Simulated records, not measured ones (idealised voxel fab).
This section sets out a process module, namely voxel released beams.
FYI the section here is cut, 185 nm wide, cells are 5 nm squares.
For the purposes of this document, a cross-section shall be understood as a grid of square cells, specified as bands listed in top-to-bottom order, each band consisting of one or more rows of cells.
Band entry format. Leading values: height of top, height of bottom, nm. Remainder: materials in left-to-right order, each with its width in nm. Special words: "everywhere" on a single material, which then fills the band edge to edge; "empty", empty space.
Heights are reckoned from 0. Under this level, the received wafer is all of one material. The bottommost band is open-ended downward, for example "0..down".
The width entry "30->40" should be interpreted row by row: the top row of cells in the band takes the first number, the bottom row takes the second number, and the change between adjacent rows is uniform throughout.
"no alteration" -> step changed no cross-section cell.
For the entry "Enclosed void entries", the listed items are empty spaces with no open way to the top whose size is 8 cells or more; each item follows the pattern width x height at distance, where distance is from the left edge and all three are in nm.
Past the settings on a step's line: simulator remark, on that step.
Each step line may optionally specify "overlay nm", which for a step with a mask gives the rightward distance between the mask's planned place and where it lay, a negative value indicating the leftward direction.
## The planned process steps are enumerated hereunder
1,RECEIVE [material Si]
2,CONFORMAL_DEP [material Al2O3] [thk nm 5]
3,DIRECTIONAL_DEP [material SiO2] [thk nm 20]
4,MASKED_ETCH [tone open] [mask id ANCHOR] [width nm 25] [etch materials SiO2] [depth nm 20] [overlay nm 0]
5,CONFORMAL_DEP [material SiN] [thk nm 10]
6,DIRECTIONAL_DEP [material aC] [thk nm 15]
7,PATTERN [tone cover] [mask id BEAM] [material resist] [width nm 110] [thk nm 35] [overlay nm 0]
8,DIRECTIONAL_ETCH [etch materials aC] [depth nm 15]
9,STRIP [etch materials resist]
10,DIRECTIONAL_ETCH [etch materials SiN] [depth nm 10]
11,STRIP [etch materials aC]
12,STRIP [etch materials SiO2]
## The following pertains to the first of two wafers, which was processed as planned
## Cross-section: wafer on arrival = after step 1
  0..down  Si everywhere
  Enclosed void entries: none
## Take a look at the wafer's cross-section after step 2
  5..0  Al2O3 everywhere
  Under the height 0 nothing was changed.
## Take a look at the wafer's cross-section after step 3
  25..5  SiO2 everywhere
  Under the height 5 nothing was changed.
## Take a look at the wafer's cross-section after step 4
  25..5  40 of SiO2, then 25 of empty, then 120 of SiO2
  Under the height 5 nothing was changed.
## Take a look at the wafer's cross-section after step 5
  35..25  50 of SiN, then 5 of empty, then 130 of SiN
  25..15  40 of SiO2, then 10 of SiN, then 5 of empty, then 10 of SiN, then 120 of SiO2
  15..5  40 of SiO2, then 25 of SiN, then 120 of SiO2
  Under the height 5 nothing was changed.
## Take a look at the wafer's cross-section after step 6
  50..35  50 of aC, then 5 of empty, then 130 of aC
  35..30  50 of SiN, then 5 of empty, then 130 of SiN
  30..25  50 of SiN, then 5 of aC, then 130 of SiN
  25..15  40 of SiO2, then 10 of SiN, then 5 of aC, then 10 of SiN, then 120 of SiO2
  Under the height 15 nothing was changed.
## Take a look at the wafer's cross-section after step 7
  85..50  35 of empty, then 110 of resist, then 40 of empty
  50..35  50 of aC, then 5 of resist, then 130 of aC
  35..30  50 of SiN, then 5 of resist, then 130 of SiN
  Under the height 30 nothing was changed.
## Take a look at the wafer's cross-section after step 8
  70..50  35 of empty, then 110 of resist, then 40 of empty
  50..35  35 of empty, then 15 of aC, then 5 of resist, then 90 of aC, then 40 of empty
  Under the height 35 nothing was changed.
## Take a look at the wafer's cross-section after step 9
  50..35  35 of empty, then 15 of aC, then 5 of empty, then 90 of aC, then 40 of empty
  35..30  50 of SiN, then 5 of empty, then 130 of SiN
  Under the height 30 nothing was changed.
## Take a look at the wafer's cross-section after step 10
  50..35  35 of empty, then 15 of aC, then 5 of empty, then 90 of aC, then 40 of empty
  35..30  35 of empty, then 15 of SiN, then 5 of empty, then 90 of SiN, then 40 of empty
  30..25  35 of empty, then 15 of SiN, then 5 of aC, then 90 of SiN, then 40 of empty
  Under the height 25 nothing was changed.
## Take a look at the wafer's cross-section after step 11
  35..25  35 of empty, then 15 of SiN, then 5 of empty, then 90 of SiN, then 40 of empty
  25..15  40 of SiO2, then 10 of SiN, then 5 of empty, then 10 of SiN, then 120 of SiO2
  Under the height 15 nothing was changed.
## Take a look at the wafer's cross-section after step 12
  35..25  35 of empty, then 15 of SiN, then 5 of empty, then 90 of SiN, then 40 of empty
  25..15  40 of empty, then 10 of SiN, then 5 of empty, then 10 of SiN, then 120 of empty
  15..5  40 of empty, then 25 of SiN, then 120 of empty
  Under the height 5 nothing was changed.
## Second of two: same start, same plan, one run error; steps up to and including 3 match the first
## Cross-section, second wafer, at the end time the plan gives for step 4
  25..5  35 of SiO2, then 35 of empty, then 115 of SiO2
  Under the height 5 nothing was changed.
## Cross-section, second wafer, at the end time the plan gives for step 5
  35..25  45 of SiN, then 15 of empty, then 125 of SiN
  25..15  35 of SiO2, then 10 of SiN, then 15 of empty, then 10 of SiN, then 115 of SiO2
  15..5  35 of SiO2, then 35 of SiN, then 115 of SiO2
  Under the height 5 nothing was changed.
## Cross-section, second wafer, at the end time the plan gives for step 6
  50..35  45 of aC, then 15 of empty, then 125 of aC
  35..30  45 of SiN, then 15 of empty, then 125 of SiN
  30..25  45 of SiN, then 15 of aC, then 125 of SiN
  25..15  35 of SiO2, then 10 of SiN, then 15 of aC, then 10 of SiN, then 115 of SiO2
  Under the height 15 nothing was changed.
## Cross-section, second wafer, at the end time the plan gives for step 7
  85..50  35 of empty, then 110 of resist, then 40 of empty
  50..35  45 of aC, then 15 of resist, then 125 of aC
  35..30  45 of SiN, then 15 of resist, then 125 of SiN
  Under the height 30 nothing was changed.
## Cross-section, second wafer, at the end time the plan gives for step 8
  70..50  35 of empty, then 110 of resist, then 40 of empty
  50..35  35 of empty, then 10 of aC, then 15 of resist, then 85 of aC, then 40 of empty
  Under the height 35 nothing was changed.
## Cross-section, second wafer, at the end time the plan gives for step 9
  50..35  35 of empty, then 10 of aC, then 15 of empty, then 85 of aC, then 40 of empty
  35..30  45 of SiN, then 15 of empty, then 125 of SiN
  Under the height 30 nothing was changed.
## Cross-section, second wafer, at the end time the plan gives for step 10
  50..35  35 of empty, then 10 of aC, then 15 of empty, then 85 of aC, then 40 of empty
  35..30  35 of empty, then 10 of SiN, then 15 of empty, then 85 of SiN, then 40 of empty
  30..25  35 of empty, then 10 of SiN, then 15 of aC, then 85 of SiN, then 40 of empty
  Under the height 25 nothing was changed.
## Cross-section, second wafer, at the end time the plan gives for step 11
  35..25  35 of empty, then 10 of SiN, then 15 of empty, then 85 of SiN, then 40 of empty
  25..15  35 of SiO2, then 10 of SiN, then 15 of empty, then 10 of SiN, then 115 of SiO2
  Under the height 15 nothing was changed.
## Cross-section, second wafer, at the end time the plan gives for step 12
  35..25  35 of empty, then 10 of SiN, then 15 of empty, then 85 of SiN, then 40 of empty
  25..15  35 of empty, then 10 of SiN, then 15 of empty, then 10 of SiN, then 115 of empty
  15..5  35 of empty, then 35 of SiN, then 115 of empty
  Under the height 5 nothing was changed.
Which mistake was made when the wafer was run? heads up, step 4 didn't go per plan, it actually ran as MASKED_ETCH [tone open] [mask id ANCHOR] [width nm 35] [etch materials SiO2] [depth nm 20] [overlay nm 0]
Both wafers, final: cells per material equal; arrangement not.
